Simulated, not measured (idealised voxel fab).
You're looking at the process module voxel wiring stack.
230 nm wide, 5 nm square cells: that's cross-section cut.
Each cross-section below is a grid of square cells, stated as bands in top-down order, with one or more rows of cells making up each band.
Top height, bottom height, nm. Materials left to right, width each, nm. Single material + "edge to edge" = fills band edge to edge. "air" = empty.
Counting heights begins at 0, where everything beneath is, in the wafer as received, one material. The lowest band has no bottom; it goes on downwards, as "0 and below" shows.
A width such as "30 to 40" changes by the same amount from each row of cells to the next, from the band's top row to its bottom row.
Where a step carries "no modifications", the cross-section came out of it unchanged, cell for cell.
What "Trapped cavities" gives you is every empty space of 8 cells or more that is cut off from the top. Each appears as width x height at distance, with the distance taken from the left edge and width, height and distance all in nm.
Text after the settings on a step's line: the simulator's own remark on that step.
overlay nm: mask offset rightward from planned place, masked step; negative means leftward offset.

## Here's what the planned process steps look like
step 1: RECEIVE (material Si)
step 2: CONFORMAL_DEP (material SiO2; thk nm 10)
step 3: CONFORMAL_DEP (material SiCN; thk nm 5)
step 4: DIRECTIONAL_DEP (material SiO2; thk nm 15)
step 5: MASKED_ETCH (tone open; mask id METAL_1; width nm 20; pitch nm 35; etch materials SiO2; depth nm 15; overlay nm 0)
step 6: MASKED_ETCH (tone open; mask id METAL_1; width nm 20; pitch nm 35; etch materials SiCN; depth nm 5; overlay nm 0)
step 7: CONFORMAL_DEP (material TiN; thk nm 5)
step 8: FILL_DEP (material W; thk nm 5)
step 9: CMP (height nm 30)
step 10: EPI (material Ru; thk nm 5)
step 11: FILL_DEP (material SiCN; thk nm 5)
step 12: DIRECTIONAL_DEP (material lowk; thk nm 20)
step 13: MASKED_ETCH (tone open; mask id PLUG_1; width nm 15; pitch nm 35; etch materials lowk; depth nm 20; overlay nm 0)
step 14: MASKED_ETCH (tone open; mask id PLUG_1; width nm 15; pitch nm 35; etch materials SiCN; depth nm 5; overlay nm 0)
step 15: CONFORMAL_DEP (material TiN; thk nm 5)
step 16: FILL_DEP (material Cu; thk nm 10)
step 17: CMP (height nm 60)
step 18: DIRECTIONAL_DEP (material TiN; thk nm 5)
step 19: DIRECTIONAL_DEP (material W; thk nm 20)
step 20: PATTERN (tone cover; mask id METAL_2; material resist; width nm 20; pitch nm 35; thk nm 15; overlay nm 0)
step 21: DIRECTIONAL_ETCH (etch materials W; depth nm 20)
step 22: DIRECTIONAL_ETCH (etch materials TiN; depth nm 5)
step 23: STRIP (etch materials resist)
step 24: FILL_DEP (material lowk; thk nm 10)
step 25: CMP (height nm 85)
step 26: CONFORMAL_DEP (material SiCN; thk nm 5)
step 27: DIRECTIONAL_DEP (material SiO2; thk nm 30)
step 28: DIRECTIONAL_DEP (material aC; thk nm 10)
step 29: PATTERN (tone open; mask id METAL_3_HOLES; material resist; width nm 15; pitch nm 70; thk nm 25; overlay nm 0)
step 30: DIRECTIONAL_ETCH (etch materials aC; depth nm 10)
step 31: STRIP (etch materials resist)
step 32: DIRECTIONAL_ETCH (etch materials SiO2; depth nm 30)
step 33: STRIP (etch materials aC)
step 34: PATTERN (tone open; mask id METAL_3; material resist; width nm 20; pitch nm 35; thk nm 20; overlay nm 0)
step 35: DIRECTIONAL_ETCH (etch materials SiO2; depth nm 15)
step 36: DIRECTIONAL_ETCH (etch materials SiCN; depth nm 5)
step 37: STRIP (etch materials resist)
step 38: CONFORMAL_DEP (material TiN; thk nm 5)
step 39: FILL_DEP (material Cu; thk nm 5)
step 40: CMP (height nm 120)
step 41: CONFORMAL_DEP (material SiCN; thk nm 5)

## The following pertains to the first of two wafers, which was processed as planned

## Cross-section of the incoming wafer, state after step 1
  0 and below: Si edge to edge
  Trapped cavities: none

## How the wafer stands in section after step 2
  10 down to 0: SiO2 edge to edge
  Under the height 0 nothing was changed.

## How the wafer stands in section after step 3
  15 down to 10: SiCN edge to edge
  Under the height 10 nothing was changed.

## How the wafer stands in section after step 4
  30 down to 15: SiO2 edge to edge
  Under the height 15 nothing was changed.

## How the wafer stands in section after step 5
  30 down to 15: SiO2 50 / air 20 / SiO2 15 / air 20 / SiO2 15 / air 20 / SiO2 15 / air 20 / SiO2 55
  Under the height 15 nothing was changed.

## How the wafer stands in section after step 6
  30 down to 15: SiO2 50 / air 20 / SiO2 15 / air 20 / SiO2 15 / air 20 / SiO2 15 / air 20 / SiO2 55
  15 down to 10: SiCN 50 / air 20 / SiCN 15 / air 20 / SiCN 15 / air 20 / SiCN 15 / air 20 / SiCN 55
  Under the height 10 nothing was changed.

## How the wafer stands in section after step 7
  35 down to 30: TiN 55 / air 10 / TiN 25 / air 10 / TiN 25 / air 10 / TiN 25 / air 10 / TiN 60
  30 down to 15: SiO2 50 / TiN 5 / air 10 / TiN 5 / SiO2 15 / TiN 5 / air 10 / TiN 5 / SiO2 15 / TiN 5 / air 10 / TiN 5 / SiO2 15 / TiN 5 / air 10 / TiN 5 / SiO2 55
  15 down to 10: SiCN 50 / TiN 20 / SiCN 15 / TiN 20 / SiCN 15 / TiN 20 / SiCN 15 / TiN 20 / SiCN 55
  Under the height 10 nothing was changed.

## How the wafer stands in section after step 8
  40 down to 35: W edge to edge
  35 down to 30: TiN 55 / W 10 / TiN 25 / W 10 / TiN 25 / W 10 / TiN 25 / W 10 / TiN 60
  30 down to 15: SiO2 50 / TiN 5 / W 10 / TiN 5 / SiO2 15 / TiN 5 / W 10 / TiN 5 / SiO2 15 / TiN 5 / W 10 / TiN 5 / SiO2 15 / TiN 5 / W 10 / TiN 5 / SiO2 55
  Under the height 15 nothing was changed.

## How the wafer stands in section after step 9
  30 down to 15: SiO2 50 / TiN 5 / W 10 / TiN 5 / SiO2 15 / TiN 5 / W 10 / TiN 5 / SiO2 15 / TiN 5 / W 10 / TiN 5 / SiO2 15 / TiN 5 / W 10 / TiN 5 / SiO2 55
  Under the height 15 nothing was changed.

## How the wafer stands in section after step 10
  35 down to 30: air 45 / Ru 30 / air 5 / Ru 30 / air 5 / Ru 30 / air 5 / Ru 30 / air 50
  Under the height 30 nothing was changed.

## How the wafer stands in section after step 11
  40 down to 35: SiCN edge to edge
  35 down to 30: SiCN 45 / Ru 30 / SiCN 5 / Ru 30 / SiCN 5 / Ru 30 / SiCN 5 / Ru 30 / SiCN 50
  Under the height 30 nothing was changed.

## How the wafer stands in section after step 12
  60 down to 40: lowk edge to edge
  Under the height 40 nothing was changed.

## How the wafer stands in section after step 13
  60 down to 40: lowk 50 / air 15 / lowk 20 / air 15 / lowk 20 / air 15 / lowk 20 / air 15 / lowk 60
  Under the height 40 nothing was changed.

## How the wafer stands in section after step 14
  60 down to 40: lowk 50 / air 15 / lowk 20 / air 15 / lowk 20 / air 15 / lowk 20 / air 15 / lowk 60
  40 down to 35: SiCN 50 / air 15 / SiCN 20 / air 15 / SiCN 20 / air 15 / SiCN 20 / air 15 / SiCN 60
  Under the height 35 nothing was changed.

## How the wafer stands in section after step 15
  65 down to 60: TiN 55 / air 5 / TiN 30 / air 5 / TiN 30 / air 5 / TiN 30 / air 5 / TiN 65
  60 down to 40: lowk 50 / TiN 5 / air 5 / TiN 5 / lowk 20 / TiN 5 / air 5 / TiN 5 / lowk 20 / TiN 5 / air 5 / TiN 5 / lowk 20 / TiN 5 / air 5 / TiN 5 / lowk 60
  40 down to 35: SiCN 50 / TiN 15 / SiCN 20 / TiN 15 / SiCN 20 / TiN 15 / SiCN 20 / TiN 15 / SiCN 60
  Under the height 35 nothing was changed.

## How the wafer stands in section after step 16
  75 down to 65: Cu edge to edge
  65 down to 60: TiN 55 / Cu 5 / TiN 30 / Cu 5 / TiN 30 / Cu 5 / TiN 30 / Cu 5 / TiN 65
  60 down to 40: lowk 50 / TiN 5 / Cu 5 / TiN 5 / lowk 20 / TiN 5 / Cu 5 / TiN 5 / lowk 20 / TiN 5 / Cu 5 / TiN 5 / lowk 20 / TiN 5 / Cu 5 / TiN 5 / lowk 60
  Under the height 40 nothing was changed.

## How the wafer stands in section after step 17
  60 down to 40: lowk 50 / TiN 5 / Cu 5 / TiN 5 / lowk 20 / TiN 5 / Cu 5 / TiN 5 / lowk 20 / TiN 5 / Cu 5 / TiN 5 / lowk 20 / TiN 5 / Cu 5 / TiN 5 / lowk 60
  Under the height 40 nothing was changed.

## How the wafer stands in section after step 18
  65 down to 60: TiN edge to edge
  Under the height 60 nothing was changed.

## How the wafer stands in section after step 19
  85 down to 65: W edge to edge
  Under the height 65 nothing was changed.

## How the wafer stands in section after step 20
  100 down to 85: air 50 / resist 20 / air 15 / resist 20 / air 15 / resist 20 / air 15 / resist 20 / air 55
  Under the height 85 nothing was changed.

## How the wafer stands in section after step 21
  100 down to 85: air 50 / resist 20 / air 15 / resist 20 / air 15 / resist 20 / air 15 / resist 20 / air 55
  85 down to 65: air 50 / W 20 / air 15 / W 20 / air 15 / W 20 / air 15 / W 20 / air 55
  Under the height 65 nothing was changed.

## How the wafer stands in section after step 22
  100 down to 85: air 50 / resist 20 / air 15 / resist 20 / air 15 / resist 20 / air 15 / resist 20 / air 55
  85 down to 65: air 50 / W 20 / air 15 / W 20 / air 15 / W 20 / air 15 / W 20 / air 55
  65 down to 60: air 50 / TiN 20 / air 15 / TiN 20 / air 15 / TiN 20 / air 15 / TiN 20 / air 55
  Under the height 60 nothing was changed.

## How the wafer stands in section after step 23
  85 down to 65: air 50 / W 20 / air 15 / W 20 / air 15 / W 20 / air 15 / W 20 / air 55
  Under the height 65 nothing was changed.

## How the wafer stands in section after step 24
  95 down to 85: lowk edge to edge
  85 down to 65: lowk 50 / W 20 / lowk 15 / W 20 / lowk 15 / W 20 / lowk 15 / W 20 / lowk 55
  65 down to 60: lowk 50 / TiN 20 / lowk 15 / TiN 20 / lowk 15 / TiN 20 / lowk 15 / TiN 20 / lowk 55
  Under the height 60 nothing was changed.

## How the wafer stands in section after step 25
  85 down to 65: lowk 50 / W 20 / lowk 15 / W 20 / lowk 15 / W 20 / lowk 15 / W 20 / lowk 55
  Under the height 65 nothing was changed.

## How the wafer stands in section after step 26
  90 down to 85: SiCN edge to edge
  Under the height 85 nothing was changed.

## How the wafer stands in section after step 27
  120 down to 90: SiO2 edge to edge
  Under the height 90 nothing was changed.

## How the wafer stands in section after step 28
  130 down to 120: aC edge to edge
  Under the height 120 nothing was changed.

## How the wafer stands in section after step 29
  155 down to 130: resist 50 / air 15 / resist 55 / air 15 / resist 95
  Under the height 130 nothing was changed.

## How the wafer stands in section after step 30
  145 down to 130: resist 50 / air 15 / resist 55 / air 15 / resist 95
  130 down to 120: aC 50 / air 15 / aC 55 / air 15 / aC 95
  Under the height 120 nothing was changed.

## How the wafer stands in section after step 31
  130 down to 120: aC 50 / air 15 / aC 55 / air 15 / aC 95
  Under the height 120 nothing was changed.

## How the wafer stands in section after step 32
  130 down to 120: aC 50 / air 15 / aC 55 / air 15 / aC 95
  120 down to 90: SiO2 50 / air 15 / SiO2 55 / air 15 / SiO2 95
  Under the height 90 nothing was changed.

## How the wafer stands in section after step 33
  120 down to 90: SiO2 50 / air 15 / SiO2 55 / air 15 / SiO2 95
  Under the height 90 nothing was changed.

## How the wafer stands in section after step 34
  140 down to 120: resist 50 / air 20 / resist 15 / air 20 / resist 15 / air 20 / resist 15 / air 20 / resist 55
  Under the height 120 nothing was changed.

## How the wafer stands in section after step 35
  140 down to 120: resist 50 / air 20 / resist 15 / air 20 / resist 15 / air 20 / resist 15 / air 20 / resist 55
  120 down to 105: SiO2 50 / air 20 / SiO2 15 / air 20 / SiO2 15 / air 20 / SiO2 15 / air 20 / SiO2 55
  Under the height 105 nothing was changed.

## How the wafer stands in section after step 36
  140 down to 120: resist 50 / air 20 / resist 15 / air 20 / resist 15 / air 20 / resist 15 / air 20 / resist 55
  120 down to 105: SiO2 50 / air 20 / SiO2 15 / air 20 / SiO2 15 / air 20 / SiO2 15 / air 20 / SiO2 55
  105 down to 90: SiO2 50 / air 15 / SiO2 55 / air 15 / SiO2 95
  90 down to 85: SiCN 50 / air 15 / SiCN 55 / air 15 / SiCN 95
  Under the height 85 nothing was changed.

## How the wafer stands in section after step 37
  120 down to 105: SiO2 50 / air 20 / SiO2 15 / air 20 / SiO2 15 / air 20 / SiO2 15 / air 20 / SiO2 55
  Under the height 105 nothing was changed.

## How the wafer stands in section after step 38
  125 down to 120: TiN 55 / air 10 / TiN 25 / air 10 / TiN 25 / air 10 / TiN 25 / air 10 / TiN 60
  120 down to 110: SiO2 50 / TiN 5 / air 10 / TiN 5 / SiO2 15 / TiN 5 / air 10 / TiN 5 / SiO2 15 / TiN 5 / air 10 / TiN 5 / SiO2 15 / TiN 5 / air 10 / TiN 5 / SiO2 55
  110 down to 105: SiO2 50 / TiN 5 / air 5 / TiN 10 / SiO2 15 / TiN 20 / SiO2 15 / TiN 5 / air 5 / TiN 10 / SiO2 15 / TiN 20 / SiO2 55
  105 down to 90: SiO2 50 / TiN 5 / air 5 / TiN 5 / SiO2 55 / TiN 5 / air 5 / TiN 5 / SiO2 95
  90 down to 85: SiCN 50 / TiN 15 / SiCN 55 / TiN 15 / SiCN 95
  Under the height 85 nothing was changed.

## How the wafer stands in section after step 39
  130 down to 125: Cu edge to edge
  125 down to 120: TiN 55 / Cu 10 / TiN 25 / Cu 10 / TiN 25 / Cu 10 / TiN 25 / Cu 10 / TiN 60
  120 down to 110: SiO2 50 / TiN 5 / Cu 10 / TiN 5 / SiO2 15 / TiN 5 / Cu 10 / TiN 5 / SiO2 15 / TiN 5 / Cu 10 / TiN 5 / SiO2 15 / TiN 5 / Cu 10 / TiN 5 / SiO2 55
  110 down to 105: SiO2 50 / TiN 5 / Cu 5 / TiN 10 / SiO2 15 / TiN 20 / SiO2 15 / TiN 5 / Cu 5 / TiN 10 / SiO2 15 / TiN 20 / SiO2 55
  105 down to 90: SiO2 50 / TiN 5 / Cu 5 / TiN 5 / SiO2 55 / TiN 5 / Cu 5 / TiN 5 / SiO2 95
  Under the height 90 nothing was changed.

## How the wafer stands in section after step 40
  120 down to 110: SiO2 50 / TiN 5 / Cu 10 / TiN 5 / SiO2 15 / TiN 5 / Cu 10 / TiN 5 / SiO2 15 / TiN 5 / Cu 10 / TiN 5 / SiO2 15 / TiN 5 / Cu 10 / TiN 5 / SiO2 55
  Under the height 110 nothing was changed.

## How the wafer stands in section after step 41
  125 down to 120: SiCN edge to edge
  Under the height 120 nothing was changed.

## The second wafer: identical to the first at the outset and in its planned sequence, differing only in that one mistake was made during processing; up to and including step 5, its path is the first wafer's path

## At the planned end of step 6, the second wafer in cross-section
  30 down to 15: SiO2 50 / air 20 / SiO2 15 / air 20 / SiO2 15 / air 20 / SiO2 15 / air 20 / SiO2 55
  15 down to 10: SiCN 60 / air 10 / SiCN 25 / air 10 / SiCN 25 / air 10 / SiCN 25 / air 10 / SiCN 55
  Under the height 10 nothing was changed.

## At the planned end of step 7, the second wafer in cross-section
  35 down to 30: TiN 55 / air 10 / TiN 25 / air 10 / TiN 25 / air 10 / TiN 25 / air 10 / TiN 60
  30 down to 20: SiO2 50 / TiN 5 / air 10 / TiN 5 / SiO2 15 / TiN 5 / air 10 / TiN 5 / SiO2 15 / TiN 5 / air 10 / TiN 5 / SiO2 15 / TiN 5 / air 10 / TiN 5 / SiO2 55
  20 down to 15: SiO2 50 / TiN 20 / SiO2 15 / TiN 20 / SiO2 15 / TiN 20 / SiO2 15 / TiN 20 / SiO2 55
  15 down to 10: SiCN 60 / TiN 10 / SiCN 25 / TiN 10 / SiCN 25 / TiN 10 / SiCN 25 / TiN 10 / SiCN 55
  Under the height 10 nothing was changed.

## At the planned end of step 8, the second wafer in cross-section
  40 down to 35: W edge to edge
  35 down to 30: TiN 55 / W 10 / TiN 25 / W 10 / TiN 25 / W 10 / TiN 25 / W 10 / TiN 60
  30 down to 20: SiO2 50 / TiN 5 / W 10 / TiN 5 / SiO2 15 / TiN 5 / W 10 / TiN 5 / SiO2 15 / TiN 5 / W 10 / TiN 5 / SiO2 15 / TiN 5 / W 10 / TiN 5 / SiO2 55
  Under the height 20 nothing was changed.

## At the planned end of step 9, the second wafer in cross-section
  30 down to 20: SiO2 50 / TiN 5 / W 10 / TiN 5 / SiO2 15 / TiN 5 / W 10 / TiN 5 / SiO2 15 / TiN 5 / W 10 / TiN 5 / SiO2 15 / TiN 5 / W 10 / TiN 5 / SiO2 55
  Under the height 20 nothing was changed.

## At the planned end of step 10, the second wafer in cross-section
  35 down to 30: air 45 / Ru 30 / air 5 / Ru 30 / air 5 / Ru 30 / air 5 / Ru 30 / air 50
  Under the height 30 nothing was changed.

## At the planned end of step 11, the second wafer in cross-section
  40 down to 35: SiCN edge to edge
  35 down to 30: SiCN 45 / Ru 30 / SiCN 5 / Ru 30 / SiCN 5 / Ru 30 / SiCN 5 / Ru 30 / SiCN 50
  Under the height 30 nothing was changed.

## At the planned end of step 12, the second wafer in cross-section
  60 down to 40: lowk edge to edge
  Under the height 40 nothing was changed.

## At the planned end of step 13, the second wafer in cross-section
  60 down to 40: lowk 50 / air 15 / lowk 20 / air 15 / lowk 20 / air 15 / lowk 20 / air 15 / lowk 60
  Under the height 40 nothing was changed.

## At the planned end of step 14, the second wafer in cross-section
  60 down to 40: lowk 50 / air 15 / lowk 20 / air 15 / lowk 20 / air 15 / lowk 20 / air 15 / lowk 60
  40 down to 35: SiCN 50 / air 15 / SiCN 20 / air 15 / SiCN 20 / air 15 / SiCN 20 / air 15 / SiCN 60
  Under the height 35 nothing was changed.

## At the planned end of step 15, the second wafer in cross-section
  65 down to 60: TiN 55 / air 5 / TiN 30 / air 5 / TiN 30 / air 5 / TiN 30 / air 5 / TiN 65
  60 down to 40: lowk 50 / TiN 5 / air 5 / TiN 5 / lowk 20 / TiN 5 / air 5 / TiN 5 / lowk 20 / TiN 5 / air 5 / TiN 5 / lowk 20 / TiN 5 / air 5 / TiN 5 / lowk 60
  40 down to 35: SiCN 50 / TiN 15 / SiCN 20 / TiN 15 / SiCN 20 / TiN 15 / SiCN 20 / TiN 15 / SiCN 60
  Under the height 35 nothing was changed.

## At the planned end of step 16, the second wafer in cross-section
  75 down to 65: Cu edge to edge
  65 down to 60: TiN 55 / Cu 5 / TiN 30 / Cu 5 / TiN 30 / Cu 5 / TiN 30 / Cu 5 / TiN 65
  60 down to 40: lowk 50 / TiN 5 / Cu 5 / TiN 5 / lowk 20 / TiN 5 / Cu 5 / TiN 5 / lowk 20 / TiN 5 / Cu 5 / TiN 5 / lowk 20 / TiN 5 / Cu 5 / TiN 5 / lowk 60
  Under the height 40 nothing was changed.

## At the planned end of step 17, the second wafer in cross-section
  60 down to 40: lowk 50 / TiN 5 / Cu 5 / TiN 5 / lowk 20 / TiN 5 / Cu 5 / TiN 5 / lowk 20 / TiN 5 / Cu 5 / TiN 5 / lowk 20 / TiN 5 / Cu 5 / TiN 5 / lowk 60
  Under the height 40 nothing was changed.

## At the planned end of step 18, the second wafer in cross-section
  65 down to 60: TiN edge to edge
  Under the height 60 nothing was changed.

## At the planned end of step 19, the second wafer in cross-section
  85 down to 65: W edge to edge
  Under the height 65 nothing was changed.

## At the planned end of step 20, the second wafer in cross-section
  100 down to 85: air 50 / resist 20 / air 15 / resist 20 / air 15 / resist 20 / air 15 / resist 20 / air 55
  Under the height 85 nothing was changed.

## At the planned end of step 21, the second wafer in cross-section
  100 down to 85: air 50 / resist 20 / air 15 / resist 20 / air 15 / resist 20 / air 15 / resist 20 / air 55
  85 down to 65: air 50 / W 20 / air 15 / W 20 / air 15 / W 20 / air 15 / W 20 / air 55
  Under the height 65 nothing was changed.

## At the planned end of step 22, the second wafer in cross-section
  100 down to 85: air 50 / resist 20 / air 15 / resist 20 / air 15 / resist 20 / air 15 / resist 20 / air 55
  85 down to 65: air 50 / W 20 / air 15 / W 20 / air 15 / W 20 / air 15 / W 20 / air 55
  65 down to 60: air 50 / TiN 20 / air 15 / TiN 20 / air 15 / TiN 20 / air 15 / TiN 20 / air 55
  Under the height 60 nothing was changed.

## At the planned end of step 23, the second wafer in cross-section
  85 down to 65: air 50 / W 20 / air 15 / W 20 / air 15 / W 20 / air 15 / W 20 / air 55
  Under the height 65 nothing was changed.

## At the planned end of step 24, the second wafer in cross-section
  95 down to 85: lowk edge to edge
  85 down to 65: lowk 50 / W 20 / lowk 15 / W 20 / lowk 15 / W 20 / lowk 15 / W 20 / lowk 55
  65 down to 60: lowk 50 / TiN 20 / lowk 15 / TiN 20 / lowk 15 / TiN 20 / lowk 15 / TiN 20 / lowk 55
  Under the height 60 nothing was changed.

## At the planned end of step 25, the second wafer in cross-section
  85 down to 65: lowk 50 / W 20 / lowk 15 / W 20 / lowk 15 / W 20 / lowk 15 / W 20 / lowk 55
  Under the height 65 nothing was changed.

## At the planned end of step 26, the second wafer in cross-section
  90 down to 85: SiCN edge to edge
  Under the height 85 nothing was changed.

## At the planned end of step 27, the second wafer in cross-section
  120 down to 90: SiO2 edge to edge
  Under the height 90 nothing was changed.

## At the planned end of step 28, the second wafer in cross-section
  130 down to 120: aC edge to edge
  Under the height 120 nothing was changed.

## At the planned end of step 29, the second wafer in cross-section
  155 down to 130: resist 50 / air 15 / resist 55 / air 15 / resist 95
  Under the height 130 nothing was changed.

## At the planned end of step 30, the second wafer in cross-section
  145 down to 130: resist 50 / air 15 / resist 55 / air 15 / resist 95
  130 down to 120: aC 50 / air 15 / aC 55 / air 15 / aC 95
  Under the height 120 nothing was changed.

## At the planned end of step 31, the second wafer in cross-section
  130 down to 120: aC 50 / air 15 / aC 55 / air 15 / aC 95
  Under the height 120 nothing was changed.

## At the planned end of step 32, the second wafer in cross-section
  130 down to 120: aC 50 / air 15 / aC 55 / air 15 / aC 95
  120 down to 90: SiO2 50 / air 15 / SiO2 55 / air 15 / SiO2 95
  Under the height 90 nothing was changed.

## At the planned end of step 33, the second wafer in cross-section
  120 down to 90: SiO2 50 / air 15 / SiO2 55 / air 15 / SiO2 95
  Under the height 90 nothing was changed.

## At the planned end of step 34, the second wafer in cross-section
  140 down to 120: resist 50 / air 20 / resist 15 / air 20 / resist 15 / air 20 / resist 15 / air 20 / resist 55
  Under the height 120 nothing was changed.

## At the planned end of step 35, the second wafer in cross-section
  140 down to 120: resist 50 / air 20 / resist 15 / air 20 / resist 15 / air 20 / resist 15 / air 20 / resist 55
  120 down to 105: SiO2 50 / air 20 / SiO2 15 / air 20 / SiO2 15 / air 20 / SiO2 15 / air 20 / SiO2 55
  Under the height 105 nothing was changed.

## At the planned end of step 36, the second wafer in cross-section
  140 down to 120: resist 50 / air 20 / resist 15 / air 20 / resist 15 / air 20 / resist 15 / air 20 / resist 55
  120 down to 105: SiO2 50 / air 20 / SiO2 15 / air 20 / SiO2 15 / air 20 / SiO2 15 / air 20 / SiO2 55
  105 down to 90: SiO2 50 / air 15 / SiO2 55 / air 15 / SiO2 95
  90 down to 85: SiCN 50 / air 15 / SiCN 55 / air 15 / SiCN 95
  Under the height 85 nothing was changed.

## At the planned end of step 37, the second wafer in cross-section
  120 down to 105: SiO2 50 / air 20 / SiO2 15 / air 20 / SiO2 15 / air 20 / SiO2 15 / air 20 / SiO2 55
  Under the height 105 nothing was changed.

## At the planned end of step 38, the second wafer in cross-section
  125 down to 120: TiN 55 / air 10 / TiN 25 / air 10 / TiN 25 / air 10 / TiN 25 / air 10 / TiN 60
  120 down to 110: SiO2 50 / TiN 5 / air 10 / TiN 5 / SiO2 15 / TiN 5 / air 10 / TiN 5 / SiO2 15 / TiN 5 / air 10 / TiN 5 / SiO2 15 / TiN 5 / air 10 / TiN 5 / SiO2 55
  110 down to 105: SiO2 50 / TiN 5 / air 5 / TiN 10 / SiO2 15 / TiN 20 / SiO2 15 / TiN 5 / air 5 / TiN 10 / SiO2 15 / TiN 20 / SiO2 55
  105 down to 90: SiO2 50 / TiN 5 / air 5 / TiN 5 / SiO2 55 / TiN 5 / air 5 / TiN 5 / SiO2 95
  90 down to 85: SiCN 50 / TiN 15 / SiCN 55 / TiN 15 / SiCN 95
  Under the height 85 nothing was changed.

## At the planned end of step 39, the second wafer in cross-section
  130 down to 125: Cu edge to edge
  125 down to 120: TiN 55 / Cu 10 / TiN 25 / Cu 10 / TiN 25 / Cu 10 / TiN 25 / Cu 10 / TiN 60
  120 down to 110: SiO2 50 / TiN 5 / Cu 10 / TiN 5 / SiO2 15 / TiN 5 / Cu 10 / TiN 5 / SiO2 15 / TiN 5 / Cu 10 / TiN 5 / SiO2 15 / TiN 5 / Cu 10 / TiN 5 / SiO2 55
  110 down to 105: SiO2 50 / TiN 5 / Cu 5 / TiN 10 / SiO2 15 / TiN 20 / SiO2 15 / TiN 5 / Cu 5 / TiN 10 / SiO2 15 / TiN 20 / SiO2 55
  105 down to 90: SiO2 50 / TiN 5 / Cu 5 / TiN 5 / SiO2 55 / TiN 5 / Cu 5 / TiN 5 / SiO2 95
  Under the height 90 nothing was changed.

## At the planned end of step 40, the second wafer in cross-section
  120 down to 110: SiO2 50 / TiN 5 / Cu 10 / TiN 5 / SiO2 15 / TiN 5 / Cu 10 / TiN 5 / SiO2 15 / TiN 5 / Cu 10 / TiN 5 / SiO2 15 / TiN 5 / Cu 10 / TiN 5 / SiO2 55
  Under the height 110 nothing was changed.

## At the planned end of step 41, the second wafer in cross-section
  125 down to 120: SiCN edge to edge
  Under the height 120 nothing was changed.
Against the plan, the run slipped here: off-plan run, step 6, actual operation and settings MASKED_ETCH (tone open; mask id METAL_1; width nm 20; pitch nm 35; etch materials SiCN; depth nm 5; overlay nm 10)
Wafer comparison, final, in cells, second relative to first, materials more or fewer: SiCN: 8 more, W: 8 fewer
